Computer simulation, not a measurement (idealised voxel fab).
process module | voxel wiring stack
cross-section cut | 250 nm wide | cells 5 nm
A cross-section is a grid of square cells, given in bands from the top down. A band is one or more rows of cells.
Each band's line starts with the height of the band's top and of its bottom, in nm. Then come its materials from left to right, each with its width in nm. One material with "throughout" fills the band from edge to edge. "air" is empty space.
Height 0 is the level under which the wafer as received is all one material. The lowest band goes on downwards, as in "0 down".
A width such as "30 to 40" changes by the same amount from each row of cells to the next, from the band's top row to its bottom row.
"no change" after a step means that no cell of the cross-section changed.
closed voids: empty space of 8 cells or more with no open way to the top, each as width x height at its distance from the left edge, in nm
after a step's settings: what the simulator itself notes on the step
overlay nm, on a step with a mask: how far to the right of its planned place the mask lay; to the left if negative
plan
1 op RECEIVE | material Si
2 op CONFORMAL_DEP | material SiO2 | thk nm 10
3 op CONFORMAL_DEP | material SiN | thk nm 5
4 op DIRECTIONAL_DEP | material lowk | thk nm 20
5 op DIRECTIONAL_DEP | material aC | thk nm 15
6 op PATTERN | tone open | mask id METAL_1 | material resist | width nm 25 | pitch nm 50 | thk nm 30 | overlay nm 0
7 op DIRECTIONAL_ETCH | etch materials aC | depth nm 15
8 op STRIP | etch materials resist
9 op DIRECTIONAL_ETCH | etch materials lowk | depth nm 20
10 op DIRECTIONAL_ETCH | etch materials SiN | depth nm 5
11 op STRIP | etch materials aC
12 op CONFORMAL_DEP | material TiN | thk nm 5
13 op FILL_DEP | material Cu | thk nm 5
14 op CMP | height nm 35
15 op CONFORMAL_DEP | material SiCN | thk nm 5
16 op DIRECTIONAL_DEP | material lowk | thk nm 25
17 op DIRECTIONAL_DEP | material aC | thk nm 15
18 op PATTERN | tone open | mask id METAL_2_HOLES | material resist | width nm 15 | pitch nm 100 | thk nm 35 | overlay nm 0
19 op DIRECTIONAL_ETCH | etch materials aC | depth nm 15
20 op STRIP | etch materials resist
21 op DIRECTIONAL_ETCH | etch materials lowk | depth nm 25
22 op STRIP | etch materials aC
23 op PATTERN | tone open | mask id METAL_2 | material resist | width nm 25 | pitch nm 50 | thk nm 15 | overlay nm 0
24 op DIRECTIONAL_ETCH | etch materials lowk | depth nm 15
25 op DIRECTIONAL_ETCH | etch materials SiCN | depth nm 5
26 op STRIP | etch materials resist
27 op CONFORMAL_DEP | material TiN | thk nm 5
28 op FILL_DEP | material Ru | thk nm 5
29 op CMP | height nm 65
30 op CONFORMAL_DEP | material SiCN | thk nm 5
31 op DIRECTIONAL_DEP | material lowk | thk nm 35
32 op DIRECTIONAL_DEP | material aC | thk nm 15
33 op PATTERN | tone open | mask id METAL_3 | material resist | width nm 25 | pitch nm 50 | thk nm 30 | overlay nm 0
34 op DIRECTIONAL_ETCH | etch materials aC | depth nm 15
35 op STRIP | etch materials resist
36 op DIRECTIONAL_ETCH | etch materials lowk | depth nm 20
37 op STRIP | etch materials aC
38 op MASKED_ETCH | tone open | mask id METAL_3_HOLES | width nm 15 | pitch nm 100 | etch materials lowk | depth nm 15 | overlay nm 0
39 op MASKED_ETCH | tone open | mask id METAL_3_HOLES | width nm 15 | pitch nm 100 | etch materials SiCN | depth nm 5 | overlay nm 0
40 op CONFORMAL_DEP | material TiN | thk nm 5
41 op FILL_DEP | material Cu | thk nm 10
42 op CMP | height nm 105
43 op CONFORMAL_DEP | material SiCN | thk nm 5
44 op DIRECTIONAL_DEP | material SiO2 | thk nm 35
45 op PATTERN | tone open | mask id METAL_4 | material resist | width nm 25 | pitch nm 50 | thk nm 20 | overlay nm 0
46 op DIRECTIONAL_ETCH | etch materials SiO2 | depth nm 20
47 op STRIP | etch materials resist
48 op MASKED_ETCH | tone open | mask id METAL_4_HOLES | width nm 15 | pitch nm 50 | etch materials SiO2 | depth nm 15 | overlay nm 0
49 op MASKED_ETCH | tone open | mask id METAL_4_HOLES | width nm 15 | pitch nm 50 | etch materials SiCN | depth nm 5 | overlay nm 0
50 op CONFORMAL_DEP | material TiN | thk nm 5
51 op FILL_DEP | material Cu | thk nm 10
52 op CMP | height nm 145
53 op CONFORMAL_DEP | material SiCN | thk nm 5
as received, after step 1
  0 down: Si throughout
  closed voids: none
a wafer at the end: this start, this plan, one mistake
  150 to 145: SiCN throughout
  145 to 130: SiO2 35 | TiN 5 | Cu 15 | TiN 5 | SiO2 25 | TiN 5 | Cu 15 | TiN 5 | SiO2 25 | TiN 5 | Cu 15 | TiN 5 | SiO2 25 | TiN 5 | Cu 15 | TiN 5 | SiO2 40
  130 to 125: SiO2 35 | TiN 5 | Cu 5 | TiN 15 | SiO2 25 | TiN 5 | Cu 5 | TiN 15 | SiO2 25 | TiN 5 | Cu 5 | TiN 15 | SiO2 25 | TiN 5 | Cu 5 | TiN 15 | SiO2 40
  125 to 110: SiO2 35 | TiN 5 | Cu 5 | TiN 5 | SiO2 35 | TiN 5 | Cu 5 | TiN 5 | SiO2 35 | TiN 5 | Cu 5 | TiN 5 | SiO2 35 | TiN 5 | Cu 5 | TiN 5 | SiO2 50
  110 to 105: SiCN 35 | TiN 15 | SiCN 35 | TiN 15 | SiCN 35 | TiN 15 | SiCN 35 | TiN 15 | SiCN 50
  105 to 90: lowk 35 | TiN 5 | Cu 15 | TiN 5 | lowk 25 | TiN 5 | Cu 15 | TiN 5 | lowk 25 | TiN 5 | Cu 15 | TiN 5 | lowk 25 | TiN 5 | Cu 15 | TiN 5 | lowk 40
  90 to 85: lowk 35 | TiN 5 | Cu 5 | TiN 15 | lowk 25 | TiN 25 | lowk 25 | TiN 5 | Cu 5 | TiN 15 | lowk 25 | TiN 25 | lowk 40
  85 to 70: lowk 35 | TiN 5 | Cu 5 | TiN 5 | lowk 85 | TiN 5 | Cu 5 | TiN 5 | lowk 100
  70 to 65: SiCN 35 | TiN 15 | SiCN 85 | TiN 15 | SiCN 100
  65 to 55: lowk 35 | TiN 5 | Ru 5 | TiN 5 | lowk 85 | TiN 5 | Ru 5 | TiN 5 | lowk 100
  55 to 50: lowk 35 | TiN 15 | lowk 85 | TiN 15 | lowk 100
  50 to 40: lowk throughout
  40 to 35: SiCN throughout
  35 to 15: lowk 35 | TiN 5 | Cu 15 | TiN 5 | lowk 25 | TiN 5 | Cu 15 | TiN 5 | lowk 25 | TiN 5 | Cu 15 | TiN 5 | lowk 25 | TiN 5 | Cu 15 | TiN 5 | lowk 40
  15 to 10: SiN 35 | TiN 25 | SiN 25 | TiN 25 | SiN 25 | TiN 25 | SiN 25 | TiN 25 | SiN 40
  10 to 0: SiO2 throughout
  0 down: Si throughout
  closed voids: none
what went wrong: step 16 was run twice
